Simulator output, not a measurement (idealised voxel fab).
process module | voxel air gaps
The cross-section on display is named cut; it measures 250 nm wide, and its cells are 5 nm squares.
Cross-section, as written here: a square-cell grid given band by band from the top down, where a band holds one or more rows of cells. In this notation a band is specified by the heights of its top and bottom, in that order and in nm, after which its materials appear from left to right, each paired with its width in nm. The word "edge to edge" attached to a single material means that material fills the band from edge to edge; the word "air" stands for empty space. Below 0: as-received wafer, all one material; heights counted from there. Lowest band: no bottom, goes on down, written "0 -> down". The notation "30..40" denotes a width that varies across the rows of cells in the band, beginning at the first number in the top row, finishing at the second number in the bottom row, and changing by an identical amount from each row to the next. A step reported as "left unchanged" is a step in which no cell of the cross-section changed. Any empty space of 8 cells or more lacking an open way to the top shows up in "Closed cavities" as width x height at distance, distance from the left edge, in nm. The remark found on a step's line after its settings is issued by the simulator itself and pertains to that step. overlay nm: mask right of planned place by this much (step with mask). Neg. = left.
Planned process steps:
1 RECEIVE with material Si
2 CONFORMAL_DEP with material SiO2, thk nm 15
3 CONFORMAL_DEP with material SiN, thk nm 5
4 DIRECTIONAL_DEP with material SiO2, thk nm 35
5 MASKED_ETCH with tone open, mask id LINES, width nm 25, pitch nm 55, etch materials SiO2, depth nm 35, overlay nm 0
6 CONFORMAL_DEP with material TiN, thk nm 5
7 FILL_DEP with material Cu, thk nm 5
8 CMP with height nm 55
9 EPI with material Ru, thk nm 10
10 SELECTIVE_ETCH with etch materials SiO2, depth nm 45
11 CONFORMAL_DEP with material SiCN, thk nm 5
Wafer as received: cross-section following step 1:
> 0 -> down | Si edge to edge
> Closed cavities: none
Look at the cross-section after the module: the wafer started out the way shown above and the plan was the one shown above, yet one mistake was made along the way:
> 80 -> 65 | 30 nm air, 185 nm SiCN, 35 nm air
> 65 -> 55 | 30 nm air, 15 nm SiCN, 45 nm Ru, 10 nm SiCN, 45 nm Ru, 10 nm SiCN, 45 nm Ru, 15 nm SiCN, 35 nm air
> 55 -> 50 | 30 nm air, 25 nm SiCN, 5 nm TiN, 15 nm Cu, 5 nm TiN, 30 nm SiCN, 5 nm TiN, 15 nm Cu, 5 nm TiN, 30 nm SiCN, 5 nm TiN, 15 nm Cu, 5 nm TiN, 25 nm SiCN, 35 nm air
> 50 -> 40 | 30 nm air, 25 nm SiCN, 5 nm TiN, 15 nm Cu, 5 nm TiN, 5 nm SiCN, 20 nm air, 5 nm SiCN, 5 nm TiN, 15 nm Cu, 5 nm TiN, 5 nm SiCN, 20 nm air, 5 nm SiCN, 5 nm TiN, 15 nm Cu, 5 nm TiN, 25 nm SiCN, 35 nm air
> 40 -> 35 | 40 nm air, 15 nm SiCN, 5 nm TiN, 15 nm Cu, 5 nm TiN, 5 nm SiCN, 20 nm air, 5 nm SiCN, 5 nm TiN, 15 nm Cu, 5 nm TiN, 5 nm SiCN, 20 nm air, 5 nm SiCN, 5 nm TiN, 15 nm Cu, 5 nm TiN, 15 nm SiCN, 45 nm air
> 35 -> 25 | 55 nm SiCN, 5 nm TiN, 15 nm Cu, 5 nm TiN, 5 nm SiCN, 20 nm air, 5 nm SiCN, 5 nm TiN, 15 nm Cu, 5 nm TiN, 5 nm SiCN, 20 nm air, 5 nm SiCN, 5 nm TiN, 15 nm Cu, 5 nm TiN, 60 nm SiCN
> 25 -> 20 | 55 nm SiCN, 25 nm TiN, 30 nm SiCN, 25 nm TiN, 30 nm SiCN, 25 nm TiN, 60 nm SiCN
> 20 -> 15 | SiN edge to edge
> 15 -> 0 | SiO2 edge to edge
> 0 -> down | Si edge to edge
> Closed cavities: 20 x 25 at 85; 20 x 25 at 140
what went wrong: step 11 did not happen as planned, as run it was CONFORMAL_DEP with material SiCN, thk nm 15
